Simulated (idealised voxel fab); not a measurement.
process module | voxel self aligned vias
cross-section cut | 225 nm wide | cells 5 nm
A cross-section is a grid of square cells, given in bands from the top down. A band is one or more rows of cells.
Each band's line starts with the height of the band's top and of its bottom, in nm. Then come its materials from left to right, each with its width in nm. One material with "throughout" fills the band from edge to edge. "air" is empty space.
Height 0 is the level under which the wafer as received is all one material. The lowest band goes on downwards, as in "0 down".
A width such as "30 to 40" changes by the same amount from each row of cells to the next, from the band's top row to its bottom row.
"no change" after a step means that no cell of the cross-section changed.
closed voids: empty space of 8 cells or more with no open way to the top, each as width x height at its distance from the left edge, in nm
after a step's settings: what the simulator itself notes on the step
overlay nm, on a step with a mask: how far to the right of its planned place the mask lay; to the left if negative
plan
1 op RECEIVE | material Si
2 op CONFORMAL_DEP | material SiO2 | thk nm 10
3 op CONFORMAL_DEP | material SiCN | thk nm 5
4 op DIRECTIONAL_DEP | material SiO2 | thk nm 20
5 op PATTERN | tone open | mask id LINES | material resist | width nm 30 | pitch nm 65 | thk nm 15 | overlay nm 0
6 op DIRECTIONAL_ETCH | etch materials SiO2 | depth nm 20
7 op STRIP | etch materials resist
8 op CONFORMAL_DEP | material TiN | thk nm 5
9 op FILL_DEP | material Ru | thk nm 10
10 op CMP | height nm 35
11 op SELECTIVE_ETCH | etch materials W Ru TiN | depth nm 5
12 op FILL_DEP | material SiN | thk nm 5
13 op CMP | height nm 35
14 op DIRECTIONAL_DEP | material SiO2 | thk nm 15
15 op PATTERN | tone open | mask id VIAS | material resist | width nm 40 | pitch nm 65 | thk nm 15 | overlay nm 0
16 op DIRECTIONAL_ETCH | etch materials SiO2 | depth nm 15
17 op DIRECTIONAL_ETCH | etch materials SiN | depth nm 5
18 op STRIP | etch materials resist
19 op CONFORMAL_DEP | material TiN | thk nm 5
20 op FILL_DEP | material Cu | thk nm 5
21 op CMP | height nm 50
22 op CONFORMAL_DEP | material SiCN | thk nm 5
as received, after step 1
  0 down: Si throughout
  closed voids: none
a wafer at the end: this start, this plan, one mistake
  55 to 50: SiCN throughout
  50 to 35: SiO2 25 | TiN 5 | Cu 30 | TiN 5 | SiO2 25 | TiN 5 | Cu 30 | TiN 5 | SiO2 25 | TiN 5 | Cu 30 | TiN 5 | SiO2 30
  35 to 30: SiN 25 | TiN 40 | SiN 25 | TiN 40 | SiN 25 | TiN 40 | SiN 30
  30 to 15: SiO2 30 | TiN 5 | Ru 20 | TiN 5 | SiO2 35 | TiN 5 | Ru 20 | TiN 5 | SiO2 35 | TiN 5 | Ru 20 | TiN 5 | SiO2 35
  15 to 10: SiO2 30 | TiN 30 | SiO2 35 | TiN 30 | SiO2 35 | TiN 30 | SiO2 35
  10 to 0: SiO2 throughout
  0 down: Si throughout
  closed voids: none
what went wrong: step 3 was left out
